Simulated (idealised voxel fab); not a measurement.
process module | voxel ribs on slabs
cross-section cut | 265 nm wide | cells 5 nm
A cross-section is a grid of square cells, given in bands from the top down. A band is one or more rows of cells.
Each band's line starts with the height of the band's top and of its bottom, in nm. Then come its materials from left to right, each with its width in nm. One material with "throughout" fills the band from edge to edge. "air" is empty space.
Height 0 is the level under which the wafer as received is all one material. The lowest band goes on downwards, as in "0 down".
A width such as "30 to 40" changes by the same amount from each row of cells to the next, from the band's top row to its bottom row.
"no change" after a step means that no cell of the cross-section changed.
closed voids: empty space of 8 cells or more with no open way to the top, each as width x height at its distance from the left edge, in nm
after a step's settings: what the simulator itself notes on the step
overlay nm, on a step with a mask: how far to the right of its planned place the mask lay; to the left if negative
plan
1 op RECEIVE | material Si
2 op DIRECTIONAL_DEP | material SiO2 | thk nm 20
3 op DIRECTIONAL_DEP | material SiN | thk nm 25
4 op PATTERN | tone cover | mask id RIB | material resist | width nm 15 | thk nm 15 | overlay nm 0
5 op DIRECTIONAL_ETCH | etch materials SiN | depth nm 15
6 op STRIP | etch materials resist
7 op MASKED_ETCH | tone cover | mask id SLAB | width nm 65 | etch materials SiN | depth nm 10 | overlay nm 0
8 op FILL_DEP | material SiO2 | thk nm 30
9 op CMP | height nm 65
10 op DIRECTIONAL_DEP | material W | thk nm 5
11 op DIRECTIONAL_DEP | material aC | thk nm 10
12 op PATTERN | tone cover | mask id HEATER | material resist | width nm 25 | thk nm 25 | overlay nm 0
13 op DIRECTIONAL_ETCH | etch materials aC | depth nm 10
14 op STRIP | etch materials resist
15 op DIRECTIONAL_ETCH | etch materials W | depth nm 5
16 op STRIP | etch materials aC
17 op CONFORMAL_DEP | material SiN | thk nm 10
first wafer, as planned
as received, after step 1
  0 down: Si throughout
  closed voids: none
after step 2
  20 to 0: SiO2 throughout
  below 0: unchanged
after step 3
  45 to 20: SiN throughout
  below 20: unchanged
after step 4
  60 to 45: air 125 | resist 15 | air 125
  below 45: unchanged
after step 5
  60 to 45: air 125 | resist 15 | air 125
  45 to 30: air 125 | SiN 15 | air 125
  below 30: unchanged
after step 6
  45 to 30: air 125 | SiN 15 | air 125
  below 30: unchanged
after step 7
  45 to 30: air 125 | SiN 15 | air 125
  30 to 20: air 100 | SiN 65 | air 100
  below 20: unchanged
after step 8
  75 to 45: SiO2 throughout
  45 to 30: SiO2 125 | SiN 15 | SiO2 125
  30 to 20: SiO2 100 | SiN 65 | SiO2 100
  below 20: unchanged
after step 9
  65 to 45: SiO2 throughout
  below 45: unchanged
after step 10
  70 to 65: W throughout
  below 65: unchanged
after step 11
  80 to 70: aC throughout
  below 70: unchanged
after step 12
  105 to 80: air 120 | resist 25 | air 120
  below 80: unchanged
after step 13
  95 to 80: air 120 | resist 25 | air 120
  80 to 70: air 120 | aC 25 | air 120
  below 70: unchanged
after step 14
  80 to 70: air 120 | aC 25 | air 120
  below 70: unchanged
after step 15
  80 to 70: air 120 | aC 25 | air 120
  70 to 65: air 120 | W 25 | air 120
  below 65: unchanged
after step 16
  70 to 65: air 120 | W 25 | air 120
  below 65: unchanged
after step 17
  80 to 75: air 110 | SiN 45 | air 110
  75 to 70: SiN throughout
  70 to 65: SiN 120 | W 25 | SiN 120
  below 65: unchanged
second wafer: like start, like plan, one mistake. Through step 16 it matches the first wafer
when step 17 should have ended: no change
what went wrong: step 17 was left out
at the end the second wafer has, in cells: 110 fewer of SiN
